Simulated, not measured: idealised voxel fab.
Title: Process Module voxel fin reveal
Square cells of 5 nm make up the cross-section cut, whose width is 185 nm.
In this document a cross-section is written as a grid of square cells. It is given as a series of bands, listed from the top down, and a band is one or more rows of cells.
First you get the band's top height and its bottom height, in nm, and then the materials it's made of, left to right, with each width in nm. If you see a single material with "throughout", that one covers the band edge to edge. "empty" is empty space.
Beneath 0, the wafer as received is one material, and that level is where height counting begins. The lowest band goes on downward without a bottom; it is written like "top 0, no bottom".
The two numbers in a width such as "30->40" mark its ends across the band: the first belongs to the top row of cells, the second to the bottom row, and from each row to the next the width moves by the same amount.
Step marked "no modification"? Then no cell in the cross-section changed in it.
"Closed void register" means: voids of 8 cells or more that are shut off from the top with no open way through. Written width x height at distance, distance from the left edge, in nm.
What comes after the settings on a step's line is commentary from the simulator itself on that step.
A step line may carry the setting "overlay nm", which, for steps involving a mask, states the distance by which the mask lay to the right of its intended position; negative values denote displacement to the left.

## Here's what the planned process steps look like
1) op RECEIVE | material Si
2) op CONFORMAL_DEP | material SiN | thk nm 10
3) op MASKED_ETCH | tone cover | mask id FINS | width nm 15 | pitch nm 35 | etch materials SiN | depth nm 10 | overlay nm 0
4) op MASKED_ETCH | tone cover | mask id FINS | width nm 15 | pitch nm 35 | etch materials Si | depth nm 40 | overlay nm 0
5) op FILL_DEP | material SiO2 | thk nm 5
6) op CMP | height nm 10
7) op SELECTIVE_ETCH | etch materials SiO2 | depth nm 30
8) op STRIP | etch materials SiN
9) op CONFORMAL_DEP | material HfO2 | thk nm 5

## as received, after step 1
    top 0, no bottom: Si throughout
    Closed void register: none

## One mistake in running the module, otherwise start and plan as above: cross-section at the end
    top 0, bottom -20: 65 nm empty / 15 nm Si / 20 nm empty / 15 nm Si / 70 nm empty
    top -20, bottom -40: 65 nm SiO2 / 15 nm Si / 20 nm SiO2 / 15 nm Si / 70 nm SiO2
    top -40, no bottom: Si throughout
    Closed void register: none
Misprocessing identified: not run: step 9 of the plan (skipped)
